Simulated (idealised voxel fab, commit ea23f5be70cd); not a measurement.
You're looking at the process module voxel ribs on slabs.
Square cells of 5 nm make up the cross-section cut, whose width is 270 nm.
A cross-section is written here as square cells arranged in a grid, and it is given in bands from the top down, each band taking up one or more rows of cells. Per band: top height and bottom height in nm, followed by the left-to-right materials and their widths in nm; "edge to edge" marks a single material spanning edge to edge, "air" marks empty space. Height reference: 0 = level under which incoming wafer is all one material. Lowest band: no bottom, runs on downward, e.g. "top 0, no bottom". You'd read "30->40" like this: the band's top row of cells is as wide as the first number, its bottom row is as wide as the second, and going down, every row changes width by the same amount as the row before did. Any step labelled "changes: none" changed none of the cells in the cross-section. Look at "Closed cavity list" for the closed voids: empty spaces with no open path to the top, sized 8 cells or up. Each is width x height at distance, distance from the left edge, all nm. It should be noted that, on the line of a given step, the content following the step's settings is a remark produced by the simulator itself with respect to that step. overlay nm: on a step with a mask, how far right of its planned place the mask lay; negative means left.

### Planned step list for the process
1 RECEIVE: material Si
2 DIRECTIONAL_DEP: material SiO2, thk nm 25
3 DIRECTIONAL_DEP: material SiN, thk nm 20
4 DIRECTIONAL_DEP: material aC, thk nm 15
5 PATTERN: tone cover, mask id RIB, material resist, width nm 15, thk nm 35, overlay nm 0
6 DIRECTIONAL_ETCH: etch materials aC, depth nm 15
7 STRIP: etch materials resist
8 DIRECTIONAL_ETCH: etch materials SiN, depth nm 5
9 STRIP: etch materials aC
10 MASKED_ETCH: tone cover, mask id SLAB, width nm 55, etch materials SiN, depth nm 15, overlay nm 0
11 FILL_DEP: material SiO2, thk nm 15
12 CMP: height nm 55
13 DIRECTIONAL_DEP: material W, thk nm 10
14 PATTERN: tone cover, mask id HEATER, material resist, width nm 25, thk nm 15, overlay nm 0
15 DIRECTIONAL_ETCH: etch materials W, depth nm 10
16 STRIP: etch materials resist
17 CONFORMAL_DEP: material SiN, thk nm 5

### Incoming wafer, cross-sectional view, post step 1
  top 0, no bottom = Si edge to edge
  Closed cavity list: none

### End state of the module in cross-section, given the above starting point and plan and one mistake in execution
  top 70, bottom 65 = air (115), then SiN (35), then air (120)
  top 65, bottom 60 = air (115), then SiN (5), then W (25), then SiN (5), then air (120)
  top 60, bottom 55 = SiN (120), then W (25), then SiN (125)
  top 55, bottom 40 = SiO2 (105), then SiN (55), then SiO2 (110)
  top 40, bottom 25 = aC edge to edge
  top 25, bottom 0 = SiO2 edge to edge
  top 0, no bottom = Si edge to edge
  Closed cavity list: none
Finding, execution versus plan: the run placed steps 3 and 4 each in the position the plan gave to the other
